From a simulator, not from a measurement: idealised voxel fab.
Presented below is a process module, voxel spacer lines.
Cross-section cut spans 265 nm and uses square cells 5 nm in size.
Heads up, the way a cross-section reads in here is a grid of square cells, handed over as bands from the top down, with every band being one or more rows of cells.
Band: top height; bottom height; in nm. Then, left to right: material with width in nm, for each material. "full width": a single material spanning edge to edge. "air": empty space.
A quick word on heights: they are counted from 0, and under that level the wafer as it came to us is one material throughout. The lowest band is different from the rest in having no bottom; it simply continues downward, written as in "0 and below".
The expression "30 to 40" gives the width at the extremes of the band, the first number at its top row of cells and the second at its bottom row, with the width changing by equal amounts from each row to the next in between.
What does "all unchanged" mean for a step? It means no cell of the cross-section changed in that step.
"Encapsulated voids" means: voids of 8 cells or more that are shut off from the top with no open way through. Written width x height at distance, distance from the left edge, in nm.
The remark found on a step's line after its settings is issued by the simulator itself and pertains to that step.
"overlay nm", when on a step's line for a step with a mask, measures how far to the right of its planned place the mask lay; a negative measure means to the left.
**This section lists the process steps that were planned**
step 1: RECEIVE,material Si
step 2: CONFORMAL_DEP,material Al2O3,thk nm 10
step 3: DIRECTIONAL_DEP,material SiN,thk nm 10
step 4: DIRECTIONAL_DEP,material aC,thk nm 30
step 5: PATTERN,tone cover,mask id MANDREL,material resist,width nm 25,pitch nm 80,thk nm 35,overlay nm 0
step 6: DIRECTIONAL_ETCH,etch materials aC,depth nm 30
step 7: STRIP,etch materials resist
step 8: CONFORMAL_DEP,material SiO2,thk nm 15
step 9: DIRECTIONAL_ETCH,etch materials SiO2,depth nm 15
step 10: STRIP,etch materials aC
step 11: DIRECTIONAL_ETCH,etch materials SiN,depth nm 10
step 12: STRIP,etch materials SiO2
step 13: FILL_DEP,material lowk,thk nm 10
step 14: CMP,height nm 20
**Wafer at receipt (post step 1), cross-section**
* 0 and below: Si full width
* Encapsulated voids: none
**First of two wafers: cross-section at end of module, run per plan**
* 20 down to 10: lowk 25 / SiN 15 / lowk 25 / SiN 15 / lowk 25 / SiN 15 / lowk 25 / SiN 15 / lowk 25 / SiN 15 / lowk 25 / SiN 15 / lowk 25
* 10 down to 0: Al2O3 full width
* 0 and below: Si full width
* Encapsulated voids: none
**Same start, same plan as the first wafer - but one mistake in the run. Cross-section of the second of the two at the end of the module**
* 25 down to 20: lowk full width
* 20 down to 10: lowk 25 / SiN 15 / lowk 25 / SiN 15 / lowk 25 / SiN 15 / lowk 25 / SiN 15 / lowk 25 / SiN 15 / lowk 25 / SiN 15 / lowk 25
* 10 down to 0: Al2O3 full width
* 0 and below: Si full width
* Encapsulated voids: none
Want to know what went wrong? note that step 14 departed from the planned setting and was carried out as CMP,height nm 25
End of process, cell counts, second wafer against first, materials with more or fewer: +53 lowk
